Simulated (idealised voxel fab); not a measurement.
This is a process module. Its name is voxel capacitor over wiring.
Section shown: cut. Width: 270 nm. Cell size: 5 nm, square.
This document writes a cross-section as a grid whose cells are square, and gives it as bands, listed from the top down; one or more rows of cells form a band. First you get the band's top height and its bottom height, in nm, and then the materials it's made of, left to right, with each width in nm. If you see a single material with "full width", that one covers the band edge to edge. "air" is empty space. Heights are reckoned from 0. Under this level, the received wafer is all of one material. The bottommost band is open-ended downward, for example "0..down". The expression "30 to 40" gives the width at the extremes of the band, the first number at its top row of cells and the second at its bottom row, with the width changing by equal amounts from each row to the next in between. It should be understood that the words "left unchanged", when stated for a given step, signify that the cross-section underwent no change in any of its cells during that step. Basically, "Sealed internal voids" tells you about the enclosed voids: empty spaces with no open way to the top, 8 cells or bigger, each written width x height at distance, where distance is from the left edge, all in nm. Step line, after settings: the simulator's comment on this step. overlay nm: for a step with a mask, the amount by which the mask lay right of where it was planned; a negative amount means left of it.

[Planned step list for the process]
1) RECEIVE,material Si
2) CONFORMAL_DEP,material SiO2,thk nm 15
3) DIRECTIONAL_DEP,material TiN,thk nm 5
4) DIRECTIONAL_DEP,material Ru,thk nm 25
5) DIRECTIONAL_DEP,material aC,thk nm 15
6) PATTERN,tone cover,mask id METAL_1,material resist,width nm 20,pitch nm 85,thk nm 35,overlay nm 0
7) DIRECTIONAL_ETCH,etch materials aC,depth nm 15
8) STRIP,etch materials resist
9) DIRECTIONAL_ETCH,etch materials Ru,depth nm 25
10) DIRECTIONAL_ETCH,etch materials TiN,depth nm 5
11) STRIP,etch materials aC
12) CONFORMAL_DEP,material SiCN,thk nm 5
13) FILL_DEP,material lowk,thk nm 5
14) CMP,height nm 45
15) CONFORMAL_DEP,material SiCN,thk nm 5
16) DIRECTIONAL_DEP,material SiO2,thk nm 15
17) DIRECTIONAL_DEP,material aC,thk nm 10
18) PATTERN,tone open,mask id PLUG_1,material resist,width nm 15,thk nm 25,overlay nm 0
19) DIRECTIONAL_ETCH,etch materials aC,depth nm 10
20) STRIP,etch materials resist
21) DIRECTIONAL_ETCH,etch materials SiO2,depth nm 15
22) DIRECTIONAL_ETCH,etch materials SiCN,depth nm 5
23) STRIP,etch materials aC
24) CONFORMAL_DEP,material TiN,thk nm 5
25) FILL_DEP,material Ru,thk nm 10
26) CMP,height nm 65
27) DIRECTIONAL_DEP,material TiN,thk nm 5
28) DIRECTIONAL_DEP,material SiN,thk nm 5
29) DIRECTIONAL_DEP,material TiN,thk nm 5
30) MASKED_ETCH,tone cover,mask id UPPER_PLATE,width nm 70,etch materials TiN,depth nm 5,overlay nm 0
31) MASKED_ETCH,tone cover,mask id UPPER_PLATE,width nm 70,etch materials SiN,depth nm 5,overlay nm 0
32) PATTERN,tone cover,mask id LOWER_PLATE,material resist,width nm 80,thk nm 15,overlay nm 0
33) DIRECTIONAL_ETCH,etch materials TiN,depth nm 5
34) STRIP,etch materials resist
35) FILL_DEP,material SiO2,thk nm 20
36) CMP,height nm 95
37) MASKED_ETCH,tone open,mask id PLUG_2,width nm 15,etch materials SiO2,depth nm 15,overlay nm 0
38) CONFORMAL_DEP,material TiN,thk nm 5
39) FILL_DEP,material Ru,thk nm 5
40) CMP,height nm 95
41) CONFORMAL_DEP,material SiN,thk nm 5

[Cross-section, incoming material, after step 1]
- 0..down = Si full width
- Sealed internal voids: none

[Wafer cross-section at module end: first of two, run to plan]
- 100..95 = SiN full width
- 95..85 = SiO2=95 | TiN=5 | Ru=5 | TiN=5 | SiO2=160
- 85..75 = SiO2=95 to 85 | TiN=15 to 70 | SiO2=160 to 115
- 75..70 = SiO2=85 | SiN=70 | SiO2=115
- 70..65 = SiO2=80 | TiN=80 | SiO2=110
- 65..50 = SiO2=85 | TiN=5 | Ru=5 | TiN=5 | SiO2=170
- 50..45 = SiCN=85 | TiN=15 | SiCN=170
- 45..20 = lowk=75 | SiCN=5 | Ru=20 | SiCN=5 | lowk=55 | SiCN=5 | Ru=20 | SiCN=5 | lowk=80
- 20..15 = SiCN=80 | TiN=20 | SiCN=65 | TiN=20 | SiCN=85
- 15..0 = SiO2 full width
- 0..down = Si full width
- Sealed internal voids: none

[Module end: cross-section of wafer two of two. Same start and process plan as the first wafer. One mistake during execution]
- 100..95 = SiN full width
- 95..85 = SiO2=95 | TiN=5 | Ru=5 | TiN=5 | SiO2=160
- 85..75 = SiO2=95 to 85 | TiN=15 to 70 | SiO2=160 to 115
- 75..70 = SiO2=85 | SiN=70 | SiO2=115
- 70..65 = SiO2=80 | TiN=80 | SiO2=110
- 65..50 = SiO2=85 | TiN=5 | Ru=5 | TiN=5 | SiO2=170
- 50..45 = SiCN=85 | TiN=15 | SiCN=170
- 45..35 = lowk=75 | SiCN=5 | Ru=20 | SiCN=5 | lowk=55 | SiCN=5 | Ru=20 | SiCN=5 | lowk=80
- 35..30 = SiCN=80 | TiN=20 | SiCN=65 | TiN=20 | SiCN=85
- 30..0 = SiO2 full width
- 0..down = Si full width
- Sealed internal voids: none
Diagnosis: step 2 of the plan saw execution twice
Materials where the second wafer ends with more or fewer cells than the first: -24 Ru; -12 SiCN; +162 SiO2; -126 lowk
